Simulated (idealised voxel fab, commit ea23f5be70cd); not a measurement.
Process module name: voxel self aligned contacts
Cross-sectional view cut (width: 145 nm; square cell size: 5 nm).
Cross-section = grid of square cells, listed top down in bands; band = one or more rows.
Top, bottom (nm), then materials left to right with widths (nm); lone material tagged "throughout" fills the whole band edge to edge; "blank" = empty space.
The reference from which all heights are counted is 0, the level beneath which the as-received wafer is entirely one material; the lowest band, having no lower bound, proceeds downward and is written after the example "z 0 and below".
The notation "30->40" denotes a width that varies across the rows of cells in the band, beginning at the first number in the top row, finishing at the second number in the bottom row, and changing by an identical amount from each row to the next.
"everything unchanged" means the step left every cell of the cross-section as it was.
Sealed void inventory: empty space of 8 cells or more with no open way to the top, each as width x height at its distance from the left edge, in nm
What comes after the settings on a step's line is commentary from the simulator itself on that step.
"overlay nm" denotes, for a step that has a mask, the displacement of the mask to the right of its planned place, with negative values corresponding to the left.
PROCESS STEPS FORESEEN IN THE PLAN
1. RECEIVE, material Si
2. CONFORMAL_DEP, material SiO2, thk nm 5
3. DIRECTIONAL_DEP, material polySi, thk nm 20
4. DIRECTIONAL_DEP, material SiN, thk nm 20
5. PATTERN, tone cover, mask id GATE, material resist, width nm 25, pitch nm 70, thk nm 15, overlay nm 0
6. DIRECTIONAL_ETCH, etch materials SiN, depth nm 20
7. DIRECTIONAL_ETCH, etch materials polySi, depth nm 20
8. STRIP, etch materials resist
9. CONFORMAL_DEP, material SiN, thk nm 10
10. DIRECTIONAL_ETCH, etch materials SiN, depth nm 10
11. FILL_DEP, material SiO2, thk nm 15
12. CMP, height nm 55
13. DIRECTIONAL_DEP, material aC, thk nm 15
14. PATTERN, tone open, mask id CONTACT, material resist, width nm 55, thk nm 30, overlay nm 0
15. DIRECTIONAL_ETCH, etch materials aC, depth nm 15
16. STRIP, etch materials resist
17. DIRECTIONAL_ETCH, etch materials SiO2, depth nm 55
18. STRIP, etch materials aC
19. CONFORMAL_DEP, material TiN, thk nm 5
20. FILL_DEP, material W, thk nm 10
21. CMP, height nm 55
22. CONFORMAL_DEP, material SiN, thk nm 5
Be aware that, although all wafers share a common starting state, the width nm at step 5 differs among them, and the plan displays the first wafer's value.
THE FIRST OF SEVERAL WAFERS AS RECEIVED, SHOWN IN CROSS-SECTION; THIS IS ITS STATE AFTER STEP 1
z 0 and below = Si throughout
Sealed void inventory: none
END OF MODULE: CROSS-SECTION OF THE FIRST OF SEVERAL WAFERS AFTER STEP 22, THE LAST STEP
z 60 to 55 = SiN throughout
z 55 to 45 = 45 nm SiO2 | 5->20 nm TiN | 45->15 nm W | 5->20 nm TiN | 45 nm SiO2
z 45 to 25 = 15 nm SiO2 | 45 nm SiN | 5 nm TiN | 15 nm W | 5 nm TiN | 45 nm SiN | 15 nm SiO2
z 25 to 5 = 15 nm SiO2 | 10 nm SiN | 25 nm polySi | 10 nm SiN | 5 nm TiN | 15 nm W | 5 nm TiN | 10 nm SiN | 25 nm polySi | 10 nm SiN | 15 nm SiO2
z 5 to 0 = 60 nm SiO2 | 25 nm TiN | 60 nm SiO2
z 0 and below = Si throughout
Sealed void inventory: none
CROSS-SECTIONAL DEPICTION OF THE LAST OF SEVERAL WAFERS UPON COMPLETION OF THE MODULE
z 60 to 55 = SiN throughout
z 55 to 50 = 45 nm SiO2 | 5 nm TiN | 45 nm W | 5 nm TiN | 45 nm SiO2
z 50 to 45 = 45 nm SiO2 | 55 nm TiN | 45 nm SiO2
z 45 to 25 = 5 nm SiO2 | 65 nm SiN | 5 nm TiN | 65 nm SiN | 5 nm SiO2
z 25 to 5 = 5 nm SiO2 | 10 nm SiN | 45 nm polySi | 10 nm SiN | 5 nm TiN | 10 nm SiN | 45 nm polySi | 10 nm SiN | 5 nm SiO2
z 5 to 0 = 70 nm SiO2 | 5 nm TiN | 70 nm SiO2
z 0 and below = Si throughout
Sealed void inventory: none
WHAT FOLLOWS IS A TABLE IN WHICH EACH WAFER OCCUPIES A ROW; FOR THE WAFER AS IT STANDS AT THE CLOSE OF THE MODULE, THE ROW STATES, MATERIAL BY MATERIAL, HOW MANY CELLS HAVE BEEN GAINED (+) OR LOST (-) SINCE RECEIPT, AND THEN GIVES ITS CLOSED VOIDS
width nm 25; +133 SiN; +108 SiO2; +31 TiN; +36 W; +40 polySi; Sealed void inventory: none
width nm 30; +141 SiN; +101 SiO2; +31 TiN; +27 W; +48 polySi; Sealed void inventory: none
width nm 35; +149 SiN; +94 SiO2; +31 TiN; +18 W; +56 polySi; Sealed void inventory: none
width nm 40; +157 SiN; +87 SiO2; +31 TiN; +9 W; +64 polySi; Sealed void inventory: none
width nm 45; +165 SiN; +80 SiO2; +22 TiN; +9 W; +72 polySi; Sealed void inventory: none
